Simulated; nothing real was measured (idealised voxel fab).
A process module follows: voxel self aligned vias.
FYI the section here is cut, 275 nm wide, cells are 5 nm squares.
Each cross-section below is a grid of square cells, stated as bands in top-down order, with one or more rows of cells making up each band. Quick guide to a band line: top height, bottom height (nm) up front; then every material left to right with its width in nm. Only one material and it's marked "throughout"? Then it fills the band edge to edge. And "empty" just means empty space. Height is counted from the level 0, under which the received wafer is composed throughout of one material. The lowest of the bands is not closed at the bottom but continues downward, in the notation "0 down". Think of "30..40" as a width that walks from the first number to the second as you go down the band, top row to bottom row, taking equal-sized steps from row to row. The cross-section has no changed cell in any step marked "left unchanged". Empty spaces counting at least 8 cells and having no open way to the top are listed in "Enclosed internal voids". The notation width x height at distance is used for each, the distance being from the left edge and all three values in nm. On a step's line, text after the settings is the simulator commenting on that step. On any step carrying a mask, the "overlay nm" setting, if present on the step's line, tells how far right of its planned place the mask lay; negative values point to the left.
# So here's the lineup of process steps we planned
1: op RECEIVE | material Si
2: op CONFORMAL_DEP | material SiO2 | thk nm 10
3: op CONFORMAL_DEP | material SiCN | thk nm 5
4: op DIRECTIONAL_DEP | material lowk | thk nm 20
5: op DIRECTIONAL_DEP | material aC | thk nm 15
6: op PATTERN | tone open | mask id LINES | material resist | width nm 25 | pitch nm 60 | thk nm 35 | overlay nm 0
7: op DIRECTIONAL_ETCH | etch materials aC | depth nm 15
8: op STRIP | etch materials resist
9: op DIRECTIONAL_ETCH | etch materials lowk | depth nm 20
10: op STRIP | etch materials aC
11: op CONFORMAL_DEP | material TiN | thk nm 5
12: op FILL_DEP | material W | thk nm 5
13: op CMP | height nm 35
14: op SELECTIVE_ETCH | etch materials W Ru TiN | depth nm 5
15: op FILL_DEP | material SiN | thk nm 10
16: op CMP | height nm 35
17: op DIRECTIONAL_DEP | material lowk | thk nm 20
18: op PATTERN | tone open | mask id VIAS | material resist | width nm 35 | pitch nm 120 | thk nm 20 | overlay nm 0
19: op DIRECTIONAL_ETCH | etch materials lowk | depth nm 20
20: op DIRECTIONAL_ETCH | etch materials SiN | depth nm 5
21: op STRIP | etch materials resist
22: op CONFORMAL_DEP | material TiN | thk nm 5
23: op FILL_DEP | material W | thk nm 10
24: op CMP | height nm 55
25: op CONFORMAL_DEP | material SiCN | thk nm 5
# This is the cross-section of the wafer as we received it, i.e. after step 1
  0 down | Si throughout
  Enclosed internal voids: none
# What the wafer looks like in cross-section after this module, when it starts as shown above and follows the plan above but one mistake is made in running it
  70 to 55 | SiCN throughout
  55 to 40 | 60 nm lowk / 5 nm TiN / 25 nm W / 5 nm TiN / 85 nm lowk / 5 nm TiN / 25 nm W / 5 nm TiN / 60 nm lowk
  40 to 35 | 60 nm lowk / 10 nm TiN / 15 nm W / 10 nm TiN / 85 nm lowk / 10 nm TiN / 15 nm W / 10 nm TiN / 60 nm lowk
  35 to 30 | 65 nm lowk / 25 nm TiN / 35 nm lowk / 25 nm SiN / 35 nm lowk / 25 nm TiN / 65 nm lowk
  30 to 20 | 65 nm lowk / 5 nm TiN / 15 nm W / 5 nm TiN / 35 nm lowk / 5 nm TiN / 15 nm W / 5 nm TiN / 35 nm lowk / 5 nm TiN / 15 nm W / 5 nm TiN / 65 nm lowk
  20 to 15 | 65 nm lowk / 25 nm TiN / 35 nm lowk / 25 nm TiN / 35 nm lowk / 25 nm TiN / 65 nm lowk
  15 to 10 | SiCN throughout
  10 to 0 | SiO2 throughout
  0 down | Si throughout
  Enclosed internal voids: none
Heads up, the wafer didn't run the way we planned it: in deviation from the planned setting, step 25 was conducted as op CONFORMAL_DEP | material SiCN | thk nm 15
